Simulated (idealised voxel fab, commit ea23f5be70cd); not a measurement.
process module | voxel self aligned vias
cross-section cut | 200 nm wide | cells 5 nm
A cross-section is a grid of square cells, given in bands from the top down. A band is one or more rows of cells.
Each band's line starts with the height of the band's top and of its bottom, in nm. Then come its materials from left to right, each with its width in nm. One material with "throughout" fills the band from edge to edge. "air" is empty space.
Height 0 is the level under which the wafer as received is all one material. The lowest band goes on downwards, as in "0 down".
A width such as "30 to 40" changes by the same amount from each row of cells to the next, from the band's top row to its bottom row.
"no change" after a step means that no cell of the cross-section changed.
closed voids: empty space of 8 cells or more with no open way to the top, each as width x height at its distance from the left edge, in nm
after a step's settings: what the simulator itself notes on the step
overlay nm, on a step with a mask: how far to the right of its planned place the mask lay; to the left if negative
plan
1 op RECEIVE | material Si
2 op CONFORMAL_DEP | material SiO2 | thk nm 15
3 op CONFORMAL_DEP | material SiCN | thk nm 5
4 op DIRECTIONAL_DEP | material SiO2 | thk nm 20
5 op DIRECTIONAL_DEP | material aC | thk nm 10
6 op PATTERN | tone open | mask id LINES | material resist | width nm 20 | pitch nm 65 | thk nm 25 | overlay nm 0
7 op DIRECTIONAL_ETCH | etch materials aC | depth nm 10
8 op STRIP | etch materials resist
9 op DIRECTIONAL_ETCH | etch materials SiO2 | depth nm 20
10 op STRIP | etch materials aC
11 op CONFORMAL_DEP | material TiN | thk nm 5
12 op FILL_DEP | material Ru | thk nm 5
13 op CMP | height nm 40
14 op SELECTIVE_ETCH | etch materials W Ru TiN | depth nm 10
15 op FILL_DEP | material SiN | thk nm 5
16 op CMP | height nm 40
17 op DIRECTIONAL_DEP | material SiO2 | thk nm 20
18 op PATTERN | tone open | mask id VIAS | material resist | width nm 40 | pitch nm 65 | thk nm 20 | overlay nm 0
19 op DIRECTIONAL_ETCH | etch materials SiO2 | depth nm 20
20 op DIRECTIONAL_ETCH | etch materials SiN | depth nm 10
21 op STRIP | etch materials resist
22 op CONFORMAL_DEP | material TiN | thk nm 5
23 op FILL_DEP | material W | thk nm 10
24 op CMP | height nm 60
25 op CONFORMAL_DEP | material SiN | thk nm 5
first wafer, as planned
as received, after step 1
  0 down: Si throughout
  closed voids: none
after step 2
  15 to 0: SiO2 throughout
  below 0: unchanged
after step 3
  20 to 15: SiCN throughout
  below 15: unchanged
after step 4
  40 to 20: SiO2 throughout
  below 20: unchanged
after step 5
  50 to 40: aC throughout
  below 40: unchanged
after step 6
  75 to 50: resist 55 | air 20 | resist 45 | air 20 | resist 60
  below 50: unchanged
after step 7
  65 to 50: resist 55 | air 20 | resist 45 | air 20 | resist 60
  50 to 40: aC 55 | air 20 | aC 45 | air 20 | aC 60
  below 40: unchanged
after step 8
  50 to 40: aC 55 | air 20 | aC 45 | air 20 | aC 60
  below 40: unchanged
after step 9
  50 to 40: aC 55 | air 20 | aC 45 | air 20 | aC 60
  40 to 20: SiO2 55 | air 20 | SiO2 45 | air 20 | SiO2 60
  below 20: unchanged
after step 10
  40 to 20: SiO2 55 | air 20 | SiO2 45 | air 20 | SiO2 60
  below 20: unchanged
after step 11
  45 to 40: TiN 60 | air 10 | TiN 55 | air 10 | TiN 65
  40 to 25: SiO2 55 | TiN 5 | air 10 | TiN 5 | SiO2 45 | TiN 5 | air 10 | TiN 5 | SiO2 60
  25 to 20: SiO2 55 | TiN 20 | SiO2 45 | TiN 20 | SiO2 60
  below 20: unchanged
after step 12
  50 to 45: Ru throughout
  45 to 40: TiN 60 | Ru 10 | TiN 55 | Ru 10 | TiN 65
  40 to 25: SiO2 55 | TiN 5 | Ru 10 | TiN 5 | SiO2 45 | TiN 5 | Ru 10 | TiN 5 | SiO2 60
  below 25: unchanged
after step 13
  40 to 25: SiO2 55 | TiN 5 | Ru 10 | TiN 5 | SiO2 45 | TiN 5 | Ru 10 | TiN 5 | SiO2 60
  below 25: unchanged
after step 14
  40 to 30: SiO2 55 | air 20 | SiO2 45 | air 20 | SiO2 60
  below 30: unchanged
after step 15
  45 to 40: SiN throughout
  40 to 30: SiO2 55 | SiN 20 | SiO2 45 | SiN 20 | SiO2 60
  below 30: unchanged
after step 16
  40 to 30: SiO2 55 | SiN 20 | SiO2 45 | SiN 20 | SiO2 60
  below 30: unchanged
after step 17
  60 to 40: SiO2 throughout
  below 40: unchanged
after step 18
  80 to 60: resist 45 | air 40 | resist 25 | air 40 | resist 50
  below 60: unchanged
after step 19
  80 to 60: resist 45 | air 40 | resist 25 | air 40 | resist 50
  60 to 40: SiO2 45 | air 40 | SiO2 25 | air 40 | SiO2 50
  below 40: unchanged
after step 20
  80 to 60: resist 45 | air 40 | resist 25 | air 40 | resist 50
  60 to 40: SiO2 45 | air 40 | SiO2 25 | air 40 | SiO2 50
  40 to 30: SiO2 55 | air 20 | SiO2 45 | air 20 | SiO2 60
  below 30: unchanged
after step 21
  60 to 40: SiO2 45 | air 40 | SiO2 25 | air 40 | SiO2 50
  below 40: unchanged
after step 22
  65 to 60: TiN 50 | air 30 | TiN 35 | air 30 | TiN 55
  60 to 45: SiO2 45 | TiN 5 | air 30 | TiN 5 | SiO2 25 | TiN 5 | air 30 | TiN 5 | SiO2 50
  45 to 35: SiO2 45 to 55 | TiN 15 to 5 | air 10 | TiN 15 to 5 | SiO2 25 to 45 | TiN 15 to 5 | air 10 | TiN 15 to 5 | SiO2 50 to 60
  35 to 30: SiO2 55 | TiN 20 | SiO2 45 | TiN 20 | SiO2 60
  below 30: unchanged
after step 23
  75 to 65: W throughout
  65 to 60: TiN 50 | W 30 | TiN 35 | W 30 | TiN 55
  60 to 45: SiO2 45 | TiN 5 | W 30 | TiN 5 | SiO2 25 | TiN 5 | W 30 | TiN 5 | SiO2 50
  45 to 35: SiO2 45 to 55 | TiN 15 to 5 | W 10 | TiN 15 to 5 | SiO2 25 to 45 | TiN 15 to 5 | W 10 | TiN 15 to 5 | SiO2 50 to 60
  below 35: unchanged
after step 24
  60 to 45: SiO2 45 | TiN 5 | W 30 | TiN 5 | SiO2 25 | TiN 5 | W 30 | TiN 5 | SiO2 50
  below 45: unchanged
after step 25
  65 to 60: SiN throughout
  below 60: unchanged
second wafer: like start, like plan, one mistake. Through step 1 it matches the first wafer
when step 2 should have ended
  30 to 0: SiO2 throughout
  below 0: unchanged
when step 3 should have ended
  35 to 30: SiCN throughout
  below 30: unchanged
when step 4 should have ended
  55 to 35: SiO2 throughout
  below 35: unchanged
when step 5 should have ended
  65 to 55: aC throughout
  below 55: unchanged
when step 6 should have ended
  90 to 65: resist 55 | air 20 | resist 45 | air 20 | resist 60
  below 65: unchanged
when step 7 should have ended
  80 to 65: resist 55 | air 20 | resist 45 | air 20 | resist 60
  65 to 55: aC 55 | air 20 | aC 45 | air 20 | aC 60
  below 55: unchanged
when step 8 should have ended
  65 to 55: aC 55 | air 20 | aC 45 | air 20 | aC 60
  below 55: unchanged
when step 9 should have ended
  65 to 55: aC 55 | air 20 | aC 45 | air 20 | aC 60
  55 to 35: SiO2 55 | air 20 | SiO2 45 | air 20 | SiO2 60
  below 35: unchanged
when step 10 should have ended
  55 to 35: SiO2 55 | air 20 | SiO2 45 | air 20 | SiO2 60
  below 35: unchanged
when step 11 should have ended
  60 to 55: TiN 60 | air 10 | TiN 55 | air 10 | TiN 65
  55 to 40: SiO2 55 | TiN 5 | air 10 | TiN 5 | SiO2 45 | TiN 5 | air 10 | TiN 5 | SiO2 60
  40 to 35: SiO2 55 | TiN 20 | SiO2 45 | TiN 20 | SiO2 60
  below 35: unchanged
when step 12 should have ended
  65 to 60: Ru throughout
  60 to 55: TiN 60 | Ru 10 | TiN 55 | Ru 10 | TiN 65
  55 to 40: SiO2 55 | TiN 5 | Ru 10 | TiN 5 | SiO2 45 | TiN 5 | Ru 10 | TiN 5 | SiO2 60
  below 40: unchanged
when step 13 should have ended
  40 to 35: SiO2 55 | TiN 20 | SiO2 45 | TiN 20 | SiO2 60
  below 35: unchanged
when step 14 should have ended
  40 to 35: SiO2 55 | air 20 | SiO2 45 | air 20 | SiO2 60
  below 35: unchanged
when step 15 should have ended
  45 to 40: SiN throughout
  40 to 35: SiO2 55 | SiN 20 | SiO2 45 | SiN 20 | SiO2 60
  below 35: unchanged
when step 16 should have ended
  40 to 35: SiO2 55 | SiN 20 | SiO2 45 | SiN 20 | SiO2 60
  below 35: unchanged
when step 17 should have ended
  60 to 40: SiO2 throughout
  below 40: unchanged
when step 18 should have ended
  80 to 60: resist 45 | air 40 | resist 25 | air 40 | resist 50
  below 60: unchanged
when step 19 should have ended
  80 to 60: resist 45 | air 40 | resist 25 | air 40 | resist 50
  60 to 40: SiO2 45 | air 40 | SiO2 25 | air 40 | SiO2 50
  below 40: unchanged
when step 20 should have ended
  80 to 60: resist 45 | air 40 | resist 25 | air 40 | resist 50
  60 to 40: SiO2 45 | air 40 | SiO2 25 | air 40 | SiO2 50
  40 to 35: SiO2 55 | air 20 | SiO2 45 | air 20 | SiO2 60
  below 35: unchanged
when step 21 should have ended
  60 to 40: SiO2 45 | air 40 | SiO2 25 | air 40 | SiO2 50
  below 40: unchanged
when step 22 should have ended
  65 to 60: TiN 50 | air 30 | TiN 35 | air 30 | TiN 55
  60 to 45: SiO2 45 | TiN 5 | air 30 | TiN 5 | SiO2 25 | TiN 5 | air 30 | TiN 5 | SiO2 50
  45 to 40: SiO2 45 | TiN 15 | air 10 | TiN 15 | SiO2 25 | TiN 15 | air 10 | TiN 15 | SiO2 50
  40 to 35: SiO2 55 | TiN 20 | SiO2 45 | TiN 20 | SiO2 60
  below 35: unchanged
when step 23 should have ended
  75 to 65: W throughout
  65 to 60: TiN 50 | W 30 | TiN 35 | W 30 | TiN 55
  60 to 45: SiO2 45 | TiN 5 | W 30 | TiN 5 | SiO2 25 | TiN 5 | W 30 | TiN 5 | SiO2 50
  45 to 40: SiO2 45 | TiN 15 | W 10 | TiN 15 | SiO2 25 | TiN 15 | W 10 | TiN 15 | SiO2 50
  below 40: unchanged
when step 24 should have ended
  60 to 45: SiO2 45 | TiN 5 | W 30 | TiN 5 | SiO2 25 | TiN 5 | W 30 | TiN 5 | SiO2 50
  below 45: unchanged
when step 25 should have ended
  65 to 60: SiN throughout
  below 60: unchanged
what went wrong: step 2 was run twice
at the end the second wafer has, in cells: 4 fewer of Ru | 24 more of SiO2 | 16 fewer of TiN | 4 fewer of W
